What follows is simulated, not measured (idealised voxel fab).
The name of this process module is voxel self aligned vias.
In the cross-section labelled cut, the width is 285 nm and each square cell is 5 nm.
A cross-section is written here as square cells arranged in a grid, and it is given in bands from the top down, each band taking up one or more rows of cells. For a band, the entry starts with two heights in nm, that of the top and then that of the bottom, and carries on with the band's materials in order from left to right, each alongside its width in nm; the word "full width" beside a single material means it fills the band edge to edge, and "blank" means empty space. Note: height 0 marks the level under which the wafer is uniformly one material as received. Lowest band unbounded below, written "from 0 down". A width such as "30->40" changes by the same amount from each row of cells to the next, from the band's top row to its bottom row. "remained unchanged" -> step changed no cross-section cell. The list in "Unvented cavities" covers empty spaces of 8 cells or more that cannot reach the top through any open way, and it gives each as width x height at distance; the distance is from the left edge, and width, height and distance are in nm. The remark found on a step's line after its settings is issued by the simulator itself and pertains to that step. overlay nm: how far to the right of its planned place the mask lay on this masked step (negative: to the left).
**Process steps foreseen in the plan**
- 1: RECEIVE [material Si]
- 2: CONFORMAL_DEP [material SiO2] [thk nm 10]
- 3: CONFORMAL_DEP [material SiCN] [thk nm 5]
- 4: DIRECTIONAL_DEP [material lowk] [thk nm 25]
- 5: MASKED_ETCH [tone open] [mask id LINES] [width nm 20] [pitch nm 45] [etch materials lowk] [depth nm 25] [overlay nm 0]
- 6: CONFORMAL_DEP [material TiN] [thk nm 5]
- 7: FILL_DEP [material W] [thk nm 10]
- 8: CMP [height nm 40]
- 9: SELECTIVE_ETCH [etch materials W Ru TiN] [depth nm 5]
- 10: FILL_DEP [material SiN] [thk nm 5]
- 11: CMP [height nm 40]
- 12: DIRECTIONAL_DEP [material lowk] [thk nm 20]
- 13: DIRECTIONAL_DEP [material aC] [thk nm 10]
- 14: PATTERN [tone open] [mask id VIAS] [material resist] [width nm 30] [pitch nm 90] [thk nm 30] [overlay nm 0]
- 15: DIRECTIONAL_ETCH [etch materials aC] [depth nm 10]
- 16: STRIP [etch materials resist]
- 17: DIRECTIONAL_ETCH [etch materials lowk] [depth nm 20]
- 18: DIRECTIONAL_ETCH [etch materials SiN] [depth nm 5]
- 19: STRIP [etch materials aC]
- 20: CONFORMAL_DEP [material TiN] [thk nm 5]
- 21: FILL_DEP [material Ru] [thk nm 5]
- 22: CMP [height nm 60]
- 23: CONFORMAL_DEP [material SiCN] [thk nm 5]
**Received-state cross-section, reflecting completion of step 1**
- from 0 down | Si full width
- Unvented cavities: none
**Module complete, cross-section. Starting point and plan per above. One mistake made in running the module**
- from 65 to 60 | SiCN full width
- from 60 to 45 | 80 lowk | 5 TiN | 20 Ru | 5 TiN | 60 lowk | 5 TiN | 20 Ru | 5 TiN | 85 lowk
- from 45 to 40 | 80 lowk | 30 TiN | 60 lowk | 30 TiN | 85 lowk
- from 40 to 35 | 85 lowk | 20 SiO2 | 25 lowk | 20 SiO2 | 25 lowk | 20 SiO2 | 90 lowk
- from 35 to 20 | 85 lowk | 5 TiN | 10 W | 5 TiN | 25 lowk | 5 TiN | 10 W | 5 TiN | 25 lowk | 5 TiN | 10 W | 5 TiN | 90 lowk
- from 20 to 15 | 85 lowk | 20 TiN | 25 lowk | 20 TiN | 25 lowk | 20 TiN | 90 lowk
- from 15 to 10 | SiCN full width
- from 10 to 0 | SiO2 full width
- from 0 down | Si full width
- Unvented cavities: none
Plan not followed: rather than as planned, step 10 actually ran as FILL_DEP [material SiO2] [thk nm 5]
